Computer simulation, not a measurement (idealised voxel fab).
The document below concerns the process module designated voxel quadruple lines.
Square cells of 5 nm make up the cross-section cut, whose width is 240 nm.
If you're reading a cross-section in this doc, picture square cells in a grid; it comes to you as bands, top ones listed first down to the bottom, and a band can be one or more rows of cells.
The band entry comprises the height of the band's top followed by the height of its bottom, expressed in nm, and subsequently the band's materials from left to right, each stated together with its width in nm. Where a single material is marked with the word "all across", that material fills the band from edge to edge. The word "air" represents empty space.
Measure heights from 0. That's the level where, below it, the as-received wafer is all one material. The lowest band is bottomless and extends downward; write it as in "z 0 and below".
Width "30 to 40": first value at the band's top row of cells, second value at its bottom row, equal change from row to row.
Where the words "all unchanged" appear for a step, the cross-section shows no cell changed by that step; every cell remained as before.
The entry "Closed void catalog" lists the empty spaces that cover at least 8 cells and have no open path to the top. Each is written as width x height at distance, where the distance is measured from the left edge and all three values are in nm.
Formally, on a step line, whatever follows the settings is a remark that the simulator itself makes on the step.
overlay nm: mask right of planned place by this much (step with mask). Neg. = left.
The planned process steps are enumerated hereunder
step 1: op RECEIVE | material Si
step 2: op CONFORMAL_DEP | material SiO2 | thk nm 10
step 3: op DIRECTIONAL_DEP | material TiN | thk nm 15
step 4: op DIRECTIONAL_DEP | material polySi | thk nm 20
step 5: op DIRECTIONAL_DEP | material aC | thk nm 20
step 6: op PATTERN | tone cover | mask id MANDREL | material resist | width nm 30 | thk nm 30 | overlay nm 0
step 7: op DIRECTIONAL_ETCH | etch materials aC | depth nm 20
step 8: op STRIP | etch materials resist
step 9: op CONFORMAL_DEP | material SiO2 | thk nm 10
step 10: op DIRECTIONAL_ETCH | etch materials SiO2 | depth nm 10
step 11: op STRIP | etch materials aC
step 12: op DIRECTIONAL_ETCH | etch materials polySi | depth nm 10
step 13: op STRIP | etch materials SiO2
step 14: op CONFORMAL_DEP | material SiCN | thk nm 10
step 15: op DIRECTIONAL_ETCH | etch materials SiCN | depth nm 10
step 16: op STRIP | etch materials polySi
step 17: op DIRECTIONAL_ETCH | etch materials TiN | depth nm 15
step 18: op STRIP | etch materials SiCN
Same starting wafers, different depth nm at step 12. Plan value belongs to the first wafer.
As received, i.e. after step 1: cross-section through the first of several wafers
> z 0 and below: Si all across
> Closed void catalog: none
The first of several wafers, seen in cross-section after the module's last step, step 18
> z 10 to 0: SiO2 all across
> z 0 and below: Si all across
> Closed void catalog: none
Cross-sectional depiction of the last of several wafers upon completion of the module
> z 25 to 10: air 85 nm | TiN 10 nm | air 10 nm | TiN 10 nm | air 10 nm | TiN 10 nm | air 10 nm | TiN 10 nm | air 85 nm
> z 10 to 0: SiO2 all across
> z 0 and below: Si all across
> Closed void catalog: none
Basically each wafer gets a line in the table, showing it at the end of the module: material by material, the cells it gained (+) or lost (-) since we got it, then its closed voids
depth nm 10 | +96 SiO2 | Closed void catalog: none
depth nm 15 | +96 SiO2 | Closed void catalog: none
depth nm 20 | +96 SiO2 | +24 TiN | Closed void catalog: none
depth nm 25 | +96 SiO2 | +24 TiN | Closed void catalog: none
depth nm 30 | +96 SiO2 | +24 TiN | Closed void catalog: none
depth nm 35 | +96 SiO2 | +24 TiN | Closed void catalog: none
